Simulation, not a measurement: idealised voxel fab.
The process module presented herein is designated voxel self aligned vias.
Square cells of 5 nm make up the cross-section cut, whose width is 220 nm.
In this document a cross-section is written as a grid of square cells. It is given as a series of bands, listed from the top down, and a band is one or more rows of cells.
This entry defines a band. It first specifies the height of the band's top and the height of its bottom in nm, and then specifies the band's materials from left to right, stating each material with its width in nm. The word "edge to edge" identifies a single material that fills the band from edge to edge, while the word "air" identifies empty space.
Heads up on the height convention: 0 is the point under which the incoming wafer is all one material, and the lowest band has no bottom, it just keeps going down, like "from 0 down".
A width given as "30 to 40" starts at the first number in the band's top row and ends at the second number in its bottom row, shifting by an equal amount at every step from row to row.
"nothing was modified" after a step means that no cell of the cross-section changed.
"Cavities, closed": sealed empty spaces, 8 cells or more, no open way to top, listed width x height at distance, with distance from the left edge and width, height and distance in nm.
It should be noted that, on the line of a given step, the content following the step's settings is a remark produced by the simulator itself with respect to that step.
overlay nm: right-of-plan distance of the mask on a masked step; negative values mean left-of-plan.
In what follows, pairs of cross-sections are presented, each taken before and after one process step, with the after cross-section shown only down to the lowest band that was altered; the step, together with its settings, is stated below the pair. The pairs may stem from different runs of this module on the same starting wafer; accordingly, a pair should be taken as continuing from the one above it solely where its entry headed "before" indicates as much.

Before
	from 70 to 50 = lowk edge to edge
	from 50 to 45 = 45 nm SiN / 25 nm lowk / 25 nm SiN / 25 nm lowk / 25 nm SiN / 25 nm lowk / 50 nm SiN
	from 45 to 25 = 40 nm W / 5 nm TiN / 25 nm lowk / 5 nm TiN / 15 nm W / 5 nm TiN / 25 nm lowk / 5 nm TiN / 15 nm W / 5 nm TiN / 25 nm lowk / 5 nm TiN / 45 nm W
	from 25 to 20 = 45 nm TiN / 25 nm lowk / 25 nm TiN / 25 nm lowk / 25 nm TiN / 25 nm lowk / 50 nm TiN
	from 20 to 15 = SiCN edge to edge
	from 15 to 0 = SiO2 edge to edge
	from 0 down = Si edge to edge
	Cavities, closed: none

Post-Process View
	from 85 to 70 = 40 nm resist / 35 nm air / 15 nm resist / 35 nm air / 15 nm resist / 35 nm air / 45 nm resist
	Lower than 70, everything is as it was.
	Cavities, closed: none
Process step bridging the above cross-sections: PATTERN (tone open; mask id VIAS; material resist; width nm 35; pitch nm 50; thk nm 15; overlay nm 0)

before: The initial state for this step is given by the after cross-section of the immediately preceding pair.

Post-Process View
	from 85 to 70 = 40 nm resist / 35 nm air / 15 nm resist / 35 nm air / 15 nm resist / 35 nm air / 45 nm resist
	from 70 to 50 = 40 nm lowk / 35 nm air / 15 nm lowk / 35 nm air / 15 nm lowk / 35 nm air / 45 nm lowk
	Lower than 50, everything is as it was.
	Cavities, closed: none
Process step bridging the above cross-sections: DIRECTIONAL_ETCH (etch materials lowk; depth nm 20)

before: The initial state for this step is given by the after cross-section of the immediately preceding pair.

Post-Process View
	from 85 to 70 = 40 nm resist / 35 nm air / 15 nm resist / 35 nm air / 15 nm resist / 35 nm air / 45 nm resist
	from 70 to 50 = 40 nm lowk / 35 nm air / 15 nm lowk / 35 nm air / 15 nm lowk / 35 nm air / 45 nm lowk
	from 50 to 45 = 40 nm SiN / 5 nm air / 25 nm lowk / 5 nm air / 15 nm SiN / 5 nm air / 25 nm lowk / 5 nm air / 15 nm SiN / 5 nm air / 25 nm lowk / 5 nm air / 45 nm SiN
	Lower than 45, everything is as it was.
	Cavities, closed: none
Process step bridging the above cross-sections: DIRECTIONAL_ETCH (etch materials SiN; depth nm 5)

before: The initial state for this step is given by the after cross-section of the immediately preceding pair.

Post-Process View
	from 70 to 50 = 40 nm lowk / 35 nm air / 15 nm lowk / 35 nm air / 15 nm lowk / 35 nm air / 45 nm lowk
	Lower than 50, everything is as it was.
	Cavities, closed: none
Process step bridging the above cross-sections: STRIP (etch materials resist)

before: The initial state for this step is given by the after cross-section of the immediately preceding pair.

Post-Process View
	from 75 to 70 = 45 nm TiN / 25 nm air / 25 nm TiN / 25 nm air / 25 nm TiN / 25 nm air / 50 nm TiN
	from 70 to 55 = 40 nm lowk / 5 nm TiN / 25 nm air / 5 nm TiN / 15 nm lowk / 5 nm TiN / 25 nm air / 5 nm TiN / 15 nm lowk / 5 nm TiN / 25 nm air / 5 nm TiN / 45 nm lowk
	from 55 to 50 = 40 nm lowk / 35 nm TiN / 15 nm lowk / 35 nm TiN / 15 nm lowk / 35 nm TiN / 45 nm lowk
	from 50 to 45 = 40 nm SiN / 5 nm TiN / 25 nm lowk / 5 nm TiN / 15 nm SiN / 5 nm TiN / 25 nm lowk / 5 nm TiN / 15 nm SiN / 5 nm TiN / 25 nm lowk / 5 nm TiN / 45 nm SiN
	Lower than 45, everything is as it was.
	Cavities, closed: none
Process step bridging the above cross-sections: CONFORMAL_DEP (material TiN; thk nm 5)

before: The initial state for this step is given by the after cross-section of the immediately preceding pair.

Post-Process View
	from 80 to 75 = Cu edge to edge
	from 75 to 70 = 45 nm TiN / 25 nm Cu / 25 nm TiN / 25 nm Cu / 25 nm TiN / 25 nm Cu / 50 nm TiN
	from 70 to 55 = 40 nm lowk / 5 nm TiN / 25 nm Cu / 5 nm TiN / 15 nm lowk / 5 nm TiN / 25 nm Cu / 5 nm TiN / 15 nm lowk / 5 nm TiN / 25 nm Cu / 5 nm TiN / 45 nm lowk
	Lower than 55, everything is as it was.
	Cavities, closed: none
Process step bridging the above cross-sections: FILL_DEP (material Cu; thk nm 5)

before: The initial state for this step is given by the after cross-section of the immediately preceding pair.

Post-Process View
	from 70 to 55 = 40 nm lowk / 5 nm TiN / 25 nm Cu / 5 nm TiN / 15 nm lowk / 5 nm TiN / 25 nm Cu / 5 nm TiN / 15 nm lowk / 5 nm TiN / 25 nm Cu / 5 nm TiN / 45 nm lowk
	Lower than 55, everything is as it was.
	Cavities, closed: none
Process step bridging the above cross-sections: CMP (height nm 70)

before: The initial state for this step is given by the after cross-section of the immediately preceding pair.

Post-Process View
	from 75 to 70 = SiN edge to edge
	Lower than 70, everything is as it was.
	Cavities, closed: none
Process step bridging the above cross-sections: CONFORMAL_DEP (material SiN; thk nm 5)
